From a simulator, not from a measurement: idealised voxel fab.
Process module in this document: voxel transistor to metal
Square cell edge 5 nm, section width 145 nm, ID cut.
This document writes a cross-section as a grid whose cells are square, and gives it as bands, listed from the top down; one or more rows of cells form a band.
Read a band's entry like this: the first values are the height of its top and the height of its bottom in nm, and what follows is the sequence of materials from left to right, each with its width in nm. Note that "blank" is empty space, and that a single material marked "full width" reaches across the band from edge to edge.
Zero point of the height axis is 0; under it, received wafer = one material. Lowest band: continues down indefinitely, "0 nm and below".
Read "30 to 40" as a graded width: first number on top, second number at the bottom, same change between each pair of neighbouring rows.
"no change occurred" after a step means that no cell of the cross-section changed.
"Enclosed void list": sealed empty spaces, 8 cells or more, no open way to top, listed width x height at distance, with distance from the left edge and width, height and distance in nm.
after a step's settings: what the simulator itself notes on the step
The setting "overlay nm" may be written on the line of a step. When the step uses a mask, the value reports how far to the right of the planned place the mask lay, and a negative value reports that it lay to the left.

The steps planned for the process are as follows:
1) RECEIVE | material Si
2) OXIDIZE | depth nm 5
3) CONFORMAL_DEP | material SiN | thk nm 10
4) PATTERN | tone cover | mask id ACTIVE | material resist | width nm 85 | thk nm 15 | overlay nm 0
5) DIRECTIONAL_ETCH | etch materials SiN | depth nm 10
6) DIRECTIONAL_ETCH | etch materials SiO2 | depth nm 5
7) DIRECTIONAL_ETCH | etch materials Si | depth nm 25
8) STRIP | etch materials resist
9) FILL_DEP | material SiO2 | thk nm 5
10) CMP | height nm 10
11) SELECTIVE_ETCH | etch materials SiO2 | depth nm 5
12) STRIP | etch materials SiN
13) SELECTIVE_ETCH | etch materials SiO2 | depth nm 5
14) OXIDIZE | depth nm 5
15) DIRECTIONAL_DEP | material polySi | thk nm 25
16) DIRECTIONAL_DEP | material SiCN | thk nm 15
17) MASKED_ETCH | tone cover | mask id GATE | width nm 15 | etch materials SiCN | depth nm 25 | overlay nm 0
18) MASKED_ETCH | tone cover | mask id GATE | width nm 15 | etch materials polySi | depth nm 35 | overlay nm 0
19) CONFORMAL_DEP | material SiO2 | thk nm 5
20) DIRECTIONAL_ETCH | etch materials SiO2 | depth nm 5
21) CONFORMAL_DEP | material SiN | thk nm 10
22) DIRECTIONAL_ETCH | etch materials SiN | depth nm 10
23) DIRECTIONAL_ETCH | etch materials SiO2 | depth nm 5
24) DIRECTIONAL_ETCH | etch materials Si | depth nm 5
25) EPI | material SiGe | thk nm 5
26) FILL_DEP | material SiO2 | thk nm 10
27) CMP | height nm 35
28) DIRECTIONAL_DEP | material SiO2 | thk nm 15
29) PATTERN | tone open | mask id CONTACT | material resist | width nm 25 | pitch nm 50 | thk nm 15 | overlay nm 0
30) DIRECTIONAL_ETCH | etch materials SiO2 | depth nm 55
31) STRIP | etch materials resist
32) CONFORMAL_DEP | material TiN | thk nm 5
33) FILL_DEP | material W | thk nm 5
34) CMP | height nm 50
35) DIRECTIONAL_DEP | material TiN | thk nm 5
36) DIRECTIONAL_DEP | material W | thk nm 25
37) MASKED_ETCH | tone cover | mask id METAL_1 | width nm 15 | pitch nm 60 | etch materials W | depth nm 25 | overlay nm 0
38) MASKED_ETCH | tone cover | mask id METAL_1 | width nm 15 | pitch nm 60 | etch materials TiN | depth nm 5 | overlay nm 0
39) CONFORMAL_DEP | material SiCN | thk nm 5
40) FILL_DEP | material SiO2 | thk nm 10
41) CMP | height nm 80
42) CONFORMAL_DEP | material SiCN | thk nm 5
Where the wafers of this document differ is in the width nm of step 17; they start out the same, and the plan states the value that applied to the first wafer.

So this is the first of several wafers, cross-sectioned as it came to us, meaning it's at the end of step 1:
	0 nm and below  Si full width
	Enclosed void list: none

First of several wafers: cross-section at the end of the module, after step 42, its last step:
	85 nm to 80 nm  SiCN full width
	80 nm to 55 nm  30 nm SiO2 | 5 nm SiCN | 15 nm W | 5 nm SiCN | 35 nm SiO2 | 5 nm SiCN | 15 nm W | 5 nm SiCN | 30 nm SiO2
	55 nm to 50 nm  35 nm SiCN | 15 nm TiN | 45 nm SiCN | 15 nm TiN | 35 nm SiCN
	50 nm to 40 nm  35 nm SiO2 | 5 nm TiN | 15 nm W | 5 nm TiN | 25 nm SiO2 | 5 nm TiN | 15 nm W | 5 nm TiN | 35 nm SiO2
	40 nm to 35 nm  35 nm SiO2 | 5 nm TiN | 5 nm W | 15 nm TiN | 25 nm SiO2 | 15 nm TiN | 5 nm W | 5 nm TiN | 35 nm SiO2
	35 nm to 20 nm  35 nm SiO2 | 5 nm TiN | 5 nm W | 5 nm TiN | 10 nm SiN | 5 nm SiO2 | 15 nm SiCN | 5 nm SiO2 | 10 nm SiN | 5 nm TiN | 5 nm W | 5 nm TiN | 35 nm SiO2
	20 nm to 5 nm  35 nm SiO2 | 5 nm TiN | 5 nm W | 5 nm TiN | 10 nm SiN | 5 nm SiO2 | 15 nm polySi | 5 nm SiO2 | 10 nm SiN | 5 nm TiN | 5 nm W | 5 nm TiN | 35 nm SiO2
	5 nm to 0 nm  35 nm SiO2 | 15 nm TiN | 10 nm SiN | 5 nm SiO2 | 15 nm polySi | 5 nm SiO2 | 10 nm SiN | 15 nm TiN | 35 nm SiO2
	0 nm to -5 nm  30 nm SiO2 | 10 nm SiN | 10 nm TiN | 10 nm SiN | 5 nm SiO2 | 15 nm polySi | 5 nm SiO2 | 10 nm SiN | 10 nm TiN | 10 nm SiN | 30 nm SiO2
	-5 nm to -10 nm  40 nm SiO2 | 10 nm SiGe | 45 nm SiO2 | 10 nm SiGe | 40 nm SiO2
	-10 nm to -15 nm  30 nm SiO2 | 10 nm Si | 10 nm SiGe | 45 nm Si | 10 nm SiGe | 10 nm Si | 30 nm SiO2
	-15 nm to -30 nm  30 nm SiO2 | 85 nm Si | 30 nm SiO2
	-30 nm and below  Si full width
	Enclosed void list: none

End of module, last wafer sectioned:
	85 nm to 80 nm  SiCN full width
	80 nm to 55 nm  30 nm SiO2 | 5 nm SiCN | 15 nm W | 5 nm SiCN | 35 nm SiO2 | 5 nm SiCN | 15 nm W | 5 nm SiCN | 30 nm SiO2
	55 nm to 50 nm  35 nm SiCN | 15 nm TiN | 45 nm SiCN | 15 nm TiN | 35 nm SiCN
	50 nm to 40 nm  35 nm SiO2 | 5 nm TiN | 15 nm W | 5 nm TiN | 25 nm SiO2 | 5 nm TiN | 15 nm W | 5 nm TiN | 35 nm SiO2
	40 nm to 35 nm  35 nm SiO2 | 25 nm TiN | 25 nm SiO2 | 25 nm TiN | 35 nm SiO2
	35 nm to 20 nm  35 nm SiO2 | 10 nm TiN | 10 nm SiN | 5 nm TiN | 30 nm SiCN | 5 nm TiN | 10 nm SiN | 5 nm TiN | 35 nm SiO2
	20 nm to 0 nm  35 nm SiO2 | 10 nm TiN | 10 nm SiN | 5 nm TiN | 30 nm polySi | 5 nm TiN | 10 nm SiN | 5 nm TiN | 35 nm SiO2
	0 nm to -5 nm  30 nm SiO2 | 10 nm SiN | 5 nm TiN | 10 nm SiN | 5 nm TiN | 30 nm polySi | 5 nm TiN | 20 nm SiN | 30 nm SiO2
	-5 nm to -10 nm  40 nm SiO2 | 5 nm SiGe | 100 nm SiO2
	-10 nm to -15 nm  30 nm SiO2 | 10 nm Si | 5 nm SiGe | 70 nm Si | 30 nm SiO2
	-15 nm to -30 nm  30 nm SiO2 | 85 nm Si | 30 nm SiO2
	-30 nm and below  Si full width
	Enclosed void list: none

Row per wafer, end-of-module: cell gain (+)/loss (-) by material since the wafer came in, then closed voids:
width nm 15; -110 Si; +81 SiCN; +8 SiGe; +36 SiN; +351 SiO2; +56 TiN; +56 W; +15 polySi; Enclosed void list: none
width nm 20; -109 Si; +84 SiCN; +6 SiGe; +36 SiN; +344 SiO2; +63 TiN; +49 W; +20 polySi; Enclosed void list: none
width nm 25; -108 Si; +87 SiCN; +4 SiGe; +36 SiN; +337 SiO2; +70 TiN; +42 W; +25 polySi; Enclosed void list: none
width nm 30; -107 Si; +90 SiCN; +2 SiGe; +36 SiN; +338 SiO2; +62 TiN; +42 W; +30 polySi; Enclosed void list: none
